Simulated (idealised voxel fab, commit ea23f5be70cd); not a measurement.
process module | voxel gate over fins
290 nm wide, 5 nm square cells: that's cross-section cut.
Each cross-section below is a grid of square cells, stated as bands in top-down order, with one or more rows of cells making up each band. Band: top height; bottom height; in nm. Then, left to right: material with width in nm, for each material. "throughout": a single material spanning edge to edge. "blank": empty space. Below 0: as-received wafer, all one material; heights counted from there. Lowest band: no bottom, goes on down, written "0..down". A two-number width, for instance "30 to 40", indicates that the width is equal to the first number in the top row of the band and to the second number in the bottom row, and that it changes by a constant amount per row of cells. Where a step carries "nothing different", the cross-section came out of it unchanged, cell for cell. The list in "Completely sealed voids" covers empty spaces of 8 cells or more that cannot reach the top through any open way, and it gives each as width x height at distance; the distance is from the left edge, and width, height and distance are in nm. Anything after a step's settings on that line? It's the simulator's own note about the step. overlay nm: on a step with a mask, how far right of its planned place the mask lay; negative means left.
# Process steps (planned)
1,RECEIVE (material Si)
2,CONFORMAL_DEP (material SiN; thk nm 10)
3,MASKED_ETCH (tone cover; mask id FINS; width nm 15; pitch nm 40; etch materials SiN; depth nm 10; overlay nm 0)
4,MASKED_ETCH (tone cover; mask id FINS; width nm 15; pitch nm 40; etch materials Si; depth nm 30; overlay nm 0)
5,FILL_DEP (material SiO2; thk nm 5)
6,CMP (height nm 10)
7,SELECTIVE_ETCH (etch materials SiO2; depth nm 25)
8,STRIP (etch materials SiN)
9,CONFORMAL_DEP (material HfO2; thk nm 5)
10,CONFORMAL_DEP (material TiN; thk nm 5)
11,CONFORMAL_DEP (material TiAl; thk nm 5)
12,CONFORMAL_DEP (material TiN; thk nm 5)
13,FILL_DEP (material W; thk nm 10)
14,CMP (height nm 25)
15,CONFORMAL_DEP (material SiCN; thk nm 10)
# First wafer of two (run as planned)
# Incoming wafer, cross-sectional view, post step 1
> 0..down | Si throughout
> Completely sealed voids: none
# The following cross-section depicts the wafer upon completion of step 2
> 10..0 | SiN throughout
> Below 0, the layers are the same as they were.
# The following cross-section depicts the wafer upon completion of step 3
> 10..0 | 115 blank  15 SiN  25 blank  15 SiN  120 blank
> Below 0, the layers are the same as they were.
# The following cross-section depicts the wafer upon completion of step 4
> 10..0 | 115 blank  15 SiN  25 blank  15 SiN  120 blank
> 0..-30 | 115 blank  15 Si  25 blank  15 Si  120 blank
> Below -30, the layers are the same as they were.
# The following cross-section depicts the wafer upon completion of step 5
> 15..10 | SiO2 throughout
> 10..0 | 115 SiO2  15 SiN  25 SiO2  15 SiN  120 SiO2
> 0..-30 | 115 SiO2  15 Si  25 SiO2  15 Si  120 SiO2
> Below -30, the layers are the same as they were.
# The following cross-section depicts the wafer upon completion of step 6
> 10..0 | 115 SiO2  15 SiN  25 SiO2  15 SiN  120 SiO2
> Below 0, the layers are the same as they were.
# The following cross-section depicts the wafer upon completion of step 7
> 10..0 | 115 blank  15 SiN  25 blank  15 SiN  120 blank
> 0..-15 | 115 blank  15 Si  25 blank  15 Si  120 blank
> Below -15, the layers are the same as they were.
# The following cross-section depicts the wafer upon completion of step 8
> 0..-15 | 115 blank  15 Si  25 blank  15 Si  120 blank
> Below -15, the layers are the same as they were.
# The following cross-section depicts the wafer upon completion of step 9
> 5..0 | 110 blank  25 HfO2  15 blank  25 HfO2  115 blank
> 0..-10 | 110 blank  5 HfO2  15 Si  5 HfO2  15 blank  5 HfO2  15 Si  5 HfO2  115 blank
> -10..-15 | 115 HfO2  15 Si  25 HfO2  15 Si  120 HfO2
> Below -15, the layers are the same as they were.
# The following cross-section depicts the wafer upon completion of step 10
> 10..5 | 105 blank  35 TiN  5 blank  35 TiN  110 blank
> 5..0 | 105 blank  5 TiN  25 HfO2  5 TiN  5 blank  5 TiN  25 HfO2  5 TiN  110 blank
> 0..-5 | 105 blank  5 TiN  5 HfO2  15 Si  5 HfO2  5 TiN  5 blank  5 TiN  5 HfO2  15 Si  5 HfO2  5 TiN  110 blank
> -5..-10 | 110 TiN  5 HfO2  15 Si  5 HfO2  15 TiN  5 HfO2  15 Si  5 HfO2  115 TiN
> Below -10, the layers are the same as they were.
# The following cross-section depicts the wafer upon completion of step 11
> 15..10 | 100 blank  85 TiAl  105 blank
> 10..5 | 100 blank  5 TiAl  35 TiN  5 TiAl  35 TiN  5 TiAl  105 blank
> 5..0 | 100 blank  5 TiAl  5 TiN  25 HfO2  5 TiN  5 TiAl  5 TiN  25 HfO2  5 TiN  5 TiAl  105 blank
> 0..-5 | 105 TiAl  5 TiN  5 HfO2  15 Si  5 HfO2  5 TiN  5 TiAl  5 TiN  5 HfO2  15 Si  5 HfO2  5 TiN  110 TiAl
> Below -5, the layers are the same as they were.
# The following cross-section depicts the wafer upon completion of step 12
> 20..15 | 95 blank  95 TiN  100 blank
> 15..10 | 95 blank  5 TiN  85 TiAl  5 TiN  100 blank
> 10..5 | 95 blank  5 TiN  5 TiAl  35 TiN  5 TiAl  35 TiN  5 TiAl  5 TiN  100 blank
> 5..0 | 100 TiN  5 TiAl  5 TiN  25 HfO2  5 TiN  5 TiAl  5 TiN  25 HfO2  5 TiN  5 TiAl  105 TiN
> Below 0, the layers are the same as they were.
# The following cross-section depicts the wafer upon completion of step 13
> 30..20 | W throughout
> 20..15 | 95 W  95 TiN  100 W
> 15..10 | 95 W  5 TiN  85 TiAl  5 TiN  100 W
> 10..5 | 95 W  5 TiN  5 TiAl  35 TiN  5 TiAl  35 TiN  5 TiAl  5 TiN  100 W
> Below 5, the layers are the same as they were.
# The following cross-section depicts the wafer upon completion of step 14
> 25..20 | W throughout
> Below 20, the layers are the same as they were.
# The following cross-section depicts the wafer upon completion of step 15
> 35..25 | SiCN throughout
> Below 25, the layers are the same as they were.
# Second wafer, same starting state and plan as the first, one mistake in the run, identical through step 9
Here is the second wafer in cross-section at the point where step 10 of the plan should have been done: nothing different
# Here is the second wafer in cross-section at the point where step 11 of the plan should have been done
> 10..5 | 105 blank  35 TiAl  5 blank  35 TiAl  110 blank
> 5..0 | 105 blank  5 TiAl  25 HfO2  5 TiAl  5 blank  5 TiAl  25 HfO2  5 TiAl  110 blank
> 0..-5 | 105 blank  5 TiAl  5 HfO2  15 Si  5 HfO2  5 TiAl  5 blank  5 TiAl  5 HfO2  15 Si  5 HfO2  5 TiAl  110 blank
> -5..-10 | 110 TiAl  5 HfO2  15 Si  5 HfO2  15 TiAl  5 HfO2  15 Si  5 HfO2  115 TiAl
> Below -10, the layers are the same as they were.
# Here is the second wafer in cross-section at the point where step 12 of the plan should have been done
> 15..10 | 100 blank  85 TiN  105 blank
> 10..5 | 100 blank  5 TiN  35 TiAl  5 TiN  35 TiAl  5 TiN  105 blank
> 5..0 | 100 blank  5 TiN  5 TiAl  25 HfO2  5 TiAl  5 TiN  5 TiAl  25 HfO2  5 TiAl  5 TiN  105 blank
> 0..-5 | 105 TiN  5 TiAl  5 HfO2  15 Si  5 HfO2  5 TiAl  5 TiN  5 TiAl  5 HfO2  15 Si  5 HfO2  5 TiAl  110 TiN
> Below -5, the layers are the same as they were.
# Here is the second wafer in cross-section at the point where step 13 of the plan should have been done
> 25..15 | W throughout
> 15..10 | 100 W  85 TiN  105 W
> 10..5 | 100 W  5 TiN  35 TiAl  5 TiN  35 TiAl  5 TiN  105 W
> 5..0 | 100 W  5 TiN  5 TiAl  25 HfO2  5 TiAl  5 TiN  5 TiAl  25 HfO2  5 TiAl  5 TiN  105 W
> Below 0, the layers are the same as they were.
Here is the second wafer in cross-section at the point where step 14 of the plan should have been done: nothing different
# Here is the second wafer in cross-section at the point where step 15 of the plan should have been done
> 35..25 | SiCN throughout
> Below 25, the layers are the same as they were.
Heads up, the wafer didn't run the way we planned it: with respect to the plan, step 10 was omitted and not executed
The closing comparison, in cells, has the second wafer with more or fewer of some materials than the first: TiAl +3, TiN -67, W +64
